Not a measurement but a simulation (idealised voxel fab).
This section sets out a process module, namely voxel fin reveal.
The cross-section shown here is cut; it is 185 nm wide and divided into square cells measuring 5 nm on a side.
This document writes a cross-section as a grid whose cells are square, and gives it as bands, listed from the top down; one or more rows of cells form a band. What a band's entry tells you: where the top is and where the bottom is, as heights in nm, and after that what lies inside, material by material from left to right, each with its width in nm. Empty space is written as the word "empty", and a single material marked with the word "throughout" occupies the band from edge to edge. Basically, 0 is our baseline, since under it the wafer straight out of the box is all one material. The bottom band has no lower end and keeps on going down, so it looks like "0..down". The two numbers in a width such as "30..40" mark its ends across the band: the first belongs to the top row of cells, the second to the bottom row, and from each row to the next the width moves by the same amount. You'll sometimes find "nothing changed" written for a step, and that's the way of saying that nowhere in the cross-section did a cell change during that step. "Sealed cavities": empty spaces of 8 cells or more with no open way to the top, each given as width x height at distance, distance from the left edge, all in nm. Note: text after step settings on the step line = simulator remark on that step. The setting "overlay nm" may be written on the line of a step. When the step uses a mask, the value reports how far to the right of the planned place the mask lay, and a negative value reports that it lay to the left.

### The steps planned for the process are as follows
1) RECEIVE | material Si
2) CONFORMAL_DEP | material SiN | thk nm 5
3) MASKED_ETCH | tone cover | mask id FINS | width nm 15 | pitch nm 45 | etch materials SiN | depth nm 5 | overlay nm 0
4) MASKED_ETCH | tone cover | mask id FINS | width nm 15 | pitch nm 45 | etch materials Si | depth nm 40 | overlay nm 0
5) OXIDIZE | depth nm 5
6) FILL_DEP | material SiO2 | thk nm 5
7) CMP | height nm 5
8) SELECTIVE_ETCH | etch materials SiO2 | depth nm 25
9) STRIP | etch materials SiN

### Below: the first of two wafers, run as planned

### as received, after step 1
0..down = Si throughout
Sealed cavities: none

### Sectional view: wafer, after step 2
5..0 = SiN throughout
Heights below 0 show no change.

### Sectional view: wafer, after step 3
5..0 = empty=15, SiN=15, empty=30, SiN=15, empty=30, SiN=15, empty=30, SiN=15, empty=20
Heights below 0 show no change.

### Sectional view: wafer, after step 4
5..0 = empty=15, SiN=15, empty=30, SiN=15, empty=30, SiN=15, empty=30, SiN=15, empty=20
0..-40 = empty=15, Si=15, empty=30, Si=15, empty=30, Si=15, empty=30, Si=15, empty=20
Heights below -40 show no change.

### Sectional view: wafer, after step 5
5..0 = empty=15, SiN=15, empty=30, SiN=15, empty=30, SiN=15, empty=30, SiN=15, empty=20
0..-40 = empty=15, SiO2=5, Si=5, SiO2=5, empty=30, SiO2=5, Si=5, SiO2=5, empty=30, SiO2=5, Si=5, SiO2=5, empty=30, SiO2=5, Si=5, SiO2=5, empty=20
-40..-45 = SiO2=20, Si=5, SiO2=40, Si=5, SiO2=40, Si=5, SiO2=40, Si=5, SiO2=25
Heights below -45 show no change.

### Sectional view: wafer, after step 6
10..5 = SiO2 throughout
5..0 = SiO2=15, SiN=15, SiO2=30, SiN=15, SiO2=30, SiN=15, SiO2=30, SiN=15, SiO2=20
0..-45 = SiO2=20, Si=5, SiO2=40, Si=5, SiO2=40, Si=5, SiO2=40, Si=5, SiO2=25
Heights below -45 show no change.

### Sectional view: wafer, after step 7
5..0 = SiO2=15, SiN=15, SiO2=30, SiN=15, SiO2=30, SiN=15, SiO2=30, SiN=15, SiO2=20
Heights below 0 show no change.

### Sectional view: wafer, after step 8
5..0 = empty=15, SiN=15, empty=30, SiN=15, empty=30, SiN=15, empty=30, SiN=15, empty=20
0..-20 = empty=20, Si=5, empty=40, Si=5, empty=40, Si=5, empty=40, Si=5, empty=25
Heights below -20 show no change.

### Sectional view: wafer, after step 9
0..-20 = empty=20, Si=5, empty=40, Si=5, empty=40, Si=5, empty=40, Si=5, empty=25
Heights below -20 show no change.

### Second wafer: same start and same plan as the first, one execution error; identical to the first through step 2

### Second wafer, cut view, end of step 3 per plan
5..0 = SiN=15, empty=15, SiN=30, empty=15, SiN=30, empty=15, SiN=30, empty=15, SiN=20
Heights below 0 show no change.

Second wafer, cut view, end of step 4 per plan: nothing changed

### Second wafer, cut view, end of step 5 per plan
5..0 = SiN=15, empty=15, SiN=30, empty=15, SiN=30, empty=15, SiN=30, empty=15, SiN=20
0..-5 = Si=10, SiO2=25, Si=20, SiO2=25, Si=20, SiO2=25, Si=20, SiO2=25, Si=15
Heights below -5 show no change.

### Second wafer, cut view, end of step 6 per plan
10..5 = SiO2 throughout
5..0 = SiN=15, SiO2=15, SiN=30, SiO2=15, SiN=30, SiO2=15, SiN=30, SiO2=15, SiN=20
Heights below 0 show no change.

### Second wafer, cut view, end of step 7 per plan
5..0 = SiN=15, SiO2=15, SiN=30, SiO2=15, SiN=30, SiO2=15, SiN=30, SiO2=15, SiN=20
Heights below 0 show no change.

### Second wafer, cut view, end of step 8 per plan
5..0 = SiN=15, empty=15, SiN=30, empty=15, SiN=30, empty=15, SiN=30, empty=15, SiN=20
0..-5 = Si=10, empty=25, Si=20, empty=25, Si=20, empty=25, Si=20, empty=25, Si=15
Heights below -5 show no change.

### Second wafer, cut view, end of step 9 per plan
0..-5 = Si=10, empty=25, Si=20, empty=25, Si=20, empty=25, Si=20, empty=25, Si=15
Heights below -5 show no change.
Nonconformance to the process plan: step 3 was run on a setting that differed from the plan, and what really ran there is MASKED_ETCH | tone open | mask id FINS | width nm 15 | pitch nm 45 | etch materials SiN | depth nm 5 | overlay nm 0
Upon completion, the second wafer contains, in terms of cells, a greater or smaller amount of certain materials than the first wafer: 277 more of Si; 165 fewer of SiO2
